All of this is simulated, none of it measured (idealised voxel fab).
This is a process module. Its name is voxel ribs on slabs.
Cross-section cut: width 195 nm, square cells of 5 nm.
Think of the cross-section as a grid of square cells. We describe it in bands, top to bottom, and each band covers one or more rows of those cells. For a band, the entry starts with two heights in nm, that of the top and then that of the bottom, and carries on with the band's materials in order from left to right, each alongside its width in nm; the word "all across" beside a single material means it fills the band edge to edge, and "blank" means empty space. Heights are expressed relative to 0, this being the level below which the as-received wafer comprises one material exclusively. The lowest band is unbounded in the downward direction and is denoted as in "0 -> down". You'd read "30..40" like this: the band's top row of cells is as wide as the first number, its bottom row is as wide as the second, and going down, every row changes width by the same amount as the row before did. No cell of the cross-section changed in a step that is given as "no change". Under "Trapped cavities" you'll find the enclosed gaps, the ones with no way out to the top, that are 8 cells or bigger; each reads width x height at distance, with distance counted from the left edge, everything in nm. Whatever follows a step's settings on its line is a remark the simulator itself makes about that step. You can add "overlay nm" to a step's line. For a step with a mask, it describes how far the mask lay to the right of its planned position, and a negative number describes a lay to the left.

Planned process steps:
1) RECEIVE with material Si
2) DIRECTIONAL_DEP with material SiO2, thk nm 25
3) DIRECTIONAL_DEP with material SiN, thk nm 20
4) PATTERN with tone cover, mask id RIB, material resist, width nm 25, thk nm 15, overlay nm 0
5) DIRECTIONAL_ETCH with etch materials SiN, depth nm 5
6) STRIP with etch materials resist
7) MASKED_ETCH with tone cover, mask id SLAB, width nm 85, etch materials SiN, depth nm 15, overlay nm 0
8) FILL_DEP with material SiO2, thk nm 20
9) CMP with height nm 60
10) DIRECTIONAL_DEP with material W, thk nm 10
11) DIRECTIONAL_DEP with material aC, thk nm 10
12) PATTERN with tone cover, mask id HEATER, material resist, width nm 35, thk nm 30, overlay nm 0
13) DIRECTIONAL_ETCH with etch materials aC, depth nm 10
14) STRIP with etch materials resist
15) DIRECTIONAL_ETCH with etch materials W, depth nm 10
16) STRIP with etch materials aC
17) CONFORMAL_DEP with material SiO2, thk nm 10

First of two wafers, with the run carried out as planned:

Wafer as received: cross-section following step 1:
0 -> down  Si all across
Trapped cavities: none

Cross-section of the wafer after step 2:
25 -> 0  SiO2 all across
Lower than 0, everything is as it was.

Cross-section of the wafer after step 3:
45 -> 25  SiN all across
Lower than 25, everything is as it was.

Cross-section of the wafer after step 4:
60 -> 45  85 blank, 25 resist, 85 blank
Lower than 45, everything is as it was.

Cross-section of the wafer after step 5:
60 -> 45  85 blank, 25 resist, 85 blank
45 -> 40  85 blank, 25 SiN, 85 blank
Lower than 40, everything is as it was.

Cross-section of the wafer after step 6:
45 -> 40  85 blank, 25 SiN, 85 blank
Lower than 40, everything is as it was.

Cross-section of the wafer after step 7:
45 -> 40  85 blank, 25 SiN, 85 blank
40 -> 25  55 blank, 85 SiN, 55 blank
Lower than 25, everything is as it was.

Cross-section of the wafer after step 8:
65 -> 45  SiO2 all across
45 -> 40  85 SiO2, 25 SiN, 85 SiO2
40 -> 25  55 SiO2, 85 SiN, 55 SiO2
Lower than 25, everything is as it was.

Cross-section of the wafer after step 9:
60 -> 45  SiO2 all across
Lower than 45, everything is as it was.

Cross-section of the wafer after step 10:
70 -> 60  W all across
Lower than 60, everything is as it was.

Cross-section of the wafer after step 11:
80 -> 70  aC all across
Lower than 70, everything is as it was.

Cross-section of the wafer after step 12:
110 -> 80  80 blank, 35 resist, 80 blank
Lower than 80, everything is as it was.

Cross-section of the wafer after step 13:
100 -> 80  80 blank, 35 resist, 80 blank
80 -> 70  80 blank, 35 aC, 80 blank
Lower than 70, everything is as it was.

Cross-section of the wafer after step 14:
80 -> 70  80 blank, 35 aC, 80 blank
Lower than 70, everything is as it was.

Cross-section of the wafer after step 15:
80 -> 70  80 blank, 35 aC, 80 blank
70 -> 60  80 blank, 35 W, 80 blank
Lower than 60, everything is as it was.

Cross-section of the wafer after step 16:
70 -> 60  80 blank, 35 W, 80 blank
Lower than 60, everything is as it was.

Cross-section of the wafer after step 17:
80 -> 70  70 blank, 55 SiO2, 70 blank
70 -> 60  80 SiO2, 35 W, 80 SiO2
Lower than 60, everything is as it was.

Second wafer: same start and same plan as the first, one execution error; identical to the first through step 6:

Cross-section, second wafer, at the end time the plan gives for step 7:
45 -> 40  85 blank, 25 SiN, 85 blank
40 -> 25  60 blank, 80 SiN, 55 blank
Lower than 25, everything is as it was.

Cross-section, second wafer, at the end time the plan gives for step 8:
65 -> 45  SiO2 all across
45 -> 40  85 SiO2, 25 SiN, 85 SiO2
40 -> 25  60 SiO2, 80 SiN, 55 SiO2
Lower than 25, everything is as it was.

Cross-section, second wafer, at the end time the plan gives for step 9:
60 -> 45  SiO2 all across
Lower than 45, everything is as it was.

Cross-section, second wafer, at the end time the plan gives for step 10:
70 -> 60  W all across
Lower than 60, everything is as it was.

Cross-section, second wafer, at the end time the plan gives for step 11:
80 -> 70  aC all across
Lower than 70, everything is as it was.

Cross-section, second wafer, at the end time the plan gives for step 12:
110 -> 80  80 blank, 35 resist, 80 blank
Lower than 80, everything is as it was.

Cross-section, second wafer, at the end time the plan gives for step 13:
100 -> 80  80 blank, 35 resist, 80 blank
80 -> 70  80 blank, 35 aC, 80 blank
Lower than 70, everything is as it was.

Cross-section, second wafer, at the end time the plan gives for step 14:
80 -> 70  80 blank, 35 aC, 80 blank
Lower than 70, everything is as it was.

Cross-section, second wafer, at the end time the plan gives for step 15:
80 -> 70  80 blank, 35 aC, 80 blank
70 -> 60  80 blank, 35 W, 80 blank
Lower than 60, everything is as it was.

Cross-section, second wafer, at the end time the plan gives for step 16:
70 -> 60  80 blank, 35 W, 80 blank
Lower than 60, everything is as it was.

Cross-section, second wafer, at the end time the plan gives for step 17:
80 -> 70  70 blank, 55 SiO2, 70 blank
70 -> 60  80 SiO2, 35 W, 80 SiO2
Lower than 60, everything is as it was.
Misprocessing identified: step 7 ran as: MASKED_ETCH with tone cover, mask id SLAB, width nm 80, etch materials SiN, depth nm 15, overlay nm 0
End of process, cell counts, second wafer against first, materials with more or fewer: 3 fewer of SiN, 3 more of SiO2
